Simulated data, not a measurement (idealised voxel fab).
Name of the process module below: voxel capacitor over wiring
Square cell edge 5 nm, section width 245 nm, ID cut.
A cross-section is written here as square cells arranged in a grid, and it is given in bands from the top down, each band taking up one or more rows of cells. Each band's line starts with the height of the band's top and of its bottom, in nm. Then come its materials from left to right, each with its width in nm. One material with "all across" fills the band from edge to edge. "air" is empty space. Heights are measured from 0, the level below which the as-received wafer is all one material; the lowest band has no bottom and continues downward, written as in "0 -> down". Per-row width for "30->40": begins at first number (top row of band), ends at second number (bottom row), increment between rows held constant. "nothing got changed" after a step means that no cell of the cross-section changed. In "Enclosed void catalog" the enclosed voids are listed, meaning empty spaces of 8 cells or larger without any opening to the top. The form is width x height at distance, distance from the left edge, units nm. Text after the settings on a step's line: the simulator's own remark on that step. overlay nm: on a step with a mask, how far right of its planned place the mask lay; negative means left.

-- The planned process steps are enumerated hereunder
1) RECEIVE: material Si
2) CONFORMAL_DEP: material SiO2, thk nm 15
3) DIRECTIONAL_DEP: material TiN, thk nm 5
4) DIRECTIONAL_DEP: material Ru, thk nm 20
5) PATTERN: tone cover, mask id METAL_1, material resist, width nm 25, pitch nm 75, thk nm 20, overlay nm 0
6) DIRECTIONAL_ETCH: etch materials Ru, depth nm 20
7) DIRECTIONAL_ETCH: etch materials TiN, depth nm 5
8) STRIP: etch materials resist
9) CONFORMAL_DEP: material SiCN, thk nm 5
10) FILL_DEP: material SiO2, thk nm 10
11) CMP: height nm 40
12) CONFORMAL_DEP: material SiCN, thk nm 5
13) DIRECTIONAL_DEP: material lowk, thk nm 20
14) MASKED_ETCH: tone open, mask id PLUG_1, width nm 15, etch materials lowk, depth nm 20, overlay nm 0
15) MASKED_ETCH: tone open, mask id PLUG_1, width nm 15, etch materials SiCN, depth nm 5, overlay nm 0
16) EPI: material Ru, thk nm 10
17) EPI: material Ru, thk nm 10
18) EPI: material Ru, thk nm 5
19) DIRECTIONAL_DEP: material TiN, thk nm 10
20) DIRECTIONAL_DEP: material SiN, thk nm 5
21) DIRECTIONAL_DEP: material TiN, thk nm 5
22) MASKED_ETCH: tone cover, mask id UPPER_PLATE, width nm 55, etch materials TiN, depth nm 5, overlay nm 0
23) MASKED_ETCH: tone cover, mask id UPPER_PLATE, width nm 55, etch materials SiN, depth nm 5, overlay nm 0
24) MASKED_ETCH: tone cover, mask id LOWER_PLATE, width nm 65, etch materials TiN, depth nm 10, overlay nm 0
25) FILL_DEP: material SiO2, thk nm 15
26) CMP: height nm 95
27) DIRECTIONAL_DEP: material aC, thk nm 10
28) PATTERN: tone open, mask id PLUG_2, material resist, width nm 15, thk nm 25, overlay nm 0
29) DIRECTIONAL_ETCH: etch materials aC, depth nm 10
30) STRIP: etch materials resist
31) DIRECTIONAL_ETCH: etch materials SiO2, depth nm 5
32) STRIP: etch materials aC
33) CONFORMAL_DEP: material TiN, thk nm 5
34) FILL_DEP: material Cu, thk nm 10
35) CMP: height nm 95
36) CONFORMAL_DEP: material SiN, thk nm 5
Keep in mind the plan's value for the depth nm of step 31 comes from the first wafer; the wafers don't share that setting, but they do share the same starting point.

-- So this is the first of several wafers, cross-sectioned as it came to us, meaning it's at the end of step 1
	0 -> down: Si all across
	Enclosed void catalog: none

-- End of the module, past its last step, step 36: how the first of several wafers looks in cross-section
	100 -> 95: SiN all across
	95 -> 90: SiO2 90 nm | TiN 15 nm | SiO2 140 nm
	90 -> 85: SiO2 all across
	85 -> 80: SiO2 80 nm | TiN 55 nm | SiO2 110 nm
	80 -> 75: SiO2 80 nm | SiN 55 nm | SiO2 110 nm
	75 -> 65: SiO2 75 nm | TiN 65 nm | SiO2 105 nm
	65 -> 45: lowk 80 nm | Ru 15 nm | lowk 150 nm
	45 -> 40: SiCN 80 nm | Ru 15 nm | SiCN 150 nm
	40 -> 20: SiO2 65 nm | SiCN 5 nm | Ru 25 nm | SiCN 5 nm | SiO2 40 nm | SiCN 5 nm | Ru 25 nm | SiCN 5 nm | SiO2 70 nm
	20 -> 15: SiCN 70 nm | TiN 25 nm | SiCN 50 nm | TiN 25 nm | SiCN 75 nm
	15 -> 0: SiO2 all across
	0 -> down: Si all across
	Enclosed void catalog: none

-- Cross-section at module completion, last wafer
	100 -> 95: SiN all across
	95 -> 90: SiO2 90 nm | TiN 5 nm | Cu 5 nm | TiN 5 nm | SiO2 140 nm
	90 -> 80: SiO2 90->80 nm | TiN 15->55 nm | SiO2 140->110 nm
	80 -> 75: SiO2 80 nm | SiN 55 nm | SiO2 110 nm
	75 -> 65: SiO2 75 nm | TiN 65 nm | SiO2 105 nm
	65 -> 45: lowk 80 nm | Ru 15 nm | lowk 150 nm
	45 -> 40: SiCN 80 nm | Ru 15 nm | SiCN 150 nm
	40 -> 20: SiO2 65 nm | SiCN 5 nm | Ru 25 nm | SiCN 5 nm | SiO2 40 nm | SiCN 5 nm | Ru 25 nm | SiCN 5 nm | SiO2 70 nm
	20 -> 15: SiCN 70 nm | TiN 25 nm | SiCN 50 nm | TiN 25 nm | SiCN 75 nm
	15 -> 0: SiO2 all across
	0 -> down: Si all across
	Enclosed void catalog: none

-- Below is a per-wafer table. In it, each row describes the wafer at the end of the module by giving, for each material, the number of cells gained (+) or lost (-) since the wafer was received, and after that the closed voids of the wafer
depth nm 5, +55 Ru, +101 SiCN, +60 SiN, +530 SiO2, +50 TiN, +184 lowk, Enclosed void catalog: none
depth nm 10, +1 Cu, +55 Ru, +101 SiCN, +60 SiN, +527 SiO2, +52 TiN, +184 lowk, Enclosed void catalog: none
depth nm 15, +1 Cu, +55 Ru, +101 SiCN, +60 SiN, +527 SiO2, +52 TiN, +184 lowk, Enclosed void catalog: none
depth nm 20, +1 Cu, +55 Ru, +101 SiCN, +60 SiN, +527 SiO2, +52 TiN, +184 lowk, Enclosed void catalog: none
depth nm 25, +1 Cu, +55 Ru, +101 SiCN, +60 SiN, +527 SiO2, +52 TiN, +184 lowk, Enclosed void catalog: none
